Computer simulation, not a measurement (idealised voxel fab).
The following process module bears the name voxel plated lines.
Section cut is 185 nm wide and gridded with 5 nm square cells.
Throughout this document, each cross-section is represented as a grid of square cells and is presented as a sequence of bands enumerated from the top downward, where a band comprises one or more rows of cells.
Basically the band line says how high the top is and how high the bottom is, in nm, and then what's in it from left to right, every material with its width in nm. Empty space shows up as "blank", and if a single material carries "throughout" it runs the full band edge to edge.
Counting heights begins at 0, where everything beneath is, in the wafer as received, one material. The lowest band has no bottom; it goes on downwards, as "0 nm and below" shows.
Quick explanation for "30..40": the width changes in equal steps down the rows of cells, from the first number in the band's top row to the second number in its bottom row.
Take "identical to before" at face value: in the step it is given for, the cross-section changed in none of its cells.
Closed-off voids of 8+ cells (no open route to the top) go in "Catalogued sealed voids", written width x height at distance from the left edge, in nm.
Text after the settings on a step's line: the simulator's own remark on that step.
For masked steps, "overlay nm" on the step line gives how far right of plan the mask actually lay; a minus sign means it lay to the left.
Below is the list of planned process steps:
1. RECEIVE,material Si
2. CONFORMAL_DEP,material Al2O3,thk nm 15
3. DIRECTIONAL_DEP,material TiN,thk nm 5
4. PATTERN,tone open,mask id LINES,material resist,width nm 20,pitch nm 35,thk nm 15,overlay nm 0
5. EPI,material Ru,thk nm 5
6. STRIP,etch materials resist
7. DIRECTIONAL_ETCH,etch materials TiN,depth nm 5
8. CONFORMAL_DEP,material SiO2,thk nm 5
As-received wafer cross-section (after step 1):
0 nm and below = Si throughout
Catalogued sealed voids: none
Wafer cross-section at module end: first of two, run to plan:
30 nm to 25 nm = blank 40 nm; SiO2 30 nm; blank 5 nm; SiO2 30 nm; blank 5 nm; SiO2 30 nm; blank 45 nm
25 nm to 20 nm = blank 40 nm; SiO2 5 nm; Ru 20 nm; SiO2 5 nm; blank 5 nm; SiO2 5 nm; Ru 20 nm; SiO2 5 nm; blank 5 nm; SiO2 5 nm; Ru 20 nm; SiO2 5 nm; blank 45 nm
20 nm to 15 nm = SiO2 45 nm; TiN 20 nm; SiO2 15 nm; TiN 20 nm; SiO2 15 nm; TiN 20 nm; SiO2 50 nm
15 nm to 0 nm = Al2O3 throughout
0 nm and below = Si throughout
Catalogued sealed voids: none
Second wafer cross-section at end of module - shared start and plan with the first, one mistake in the run:
30 nm to 25 nm = blank 40 nm; TiN 30 nm; blank 5 nm; TiN 30 nm; blank 5 nm; TiN 30 nm; blank 45 nm
25 nm to 20 nm = blank 40 nm; TiN 5 nm; Ru 20 nm; TiN 5 nm; blank 5 nm; TiN 5 nm; Ru 20 nm; TiN 5 nm; blank 5 nm; TiN 5 nm; Ru 20 nm; TiN 5 nm; blank 45 nm
20 nm to 15 nm = TiN throughout
15 nm to 0 nm = Al2O3 throughout
0 nm and below = Si throughout
Catalogued sealed voids: none
Nonconformance to the process plan: rather than as planned, step 8 actually ran as CONFORMAL_DEP,material TiN,thk nm 5
Heads up, by the end the second wafer has more or fewer cells of some materials compared to the first: 49 fewer of SiO2; 49 more of TiN
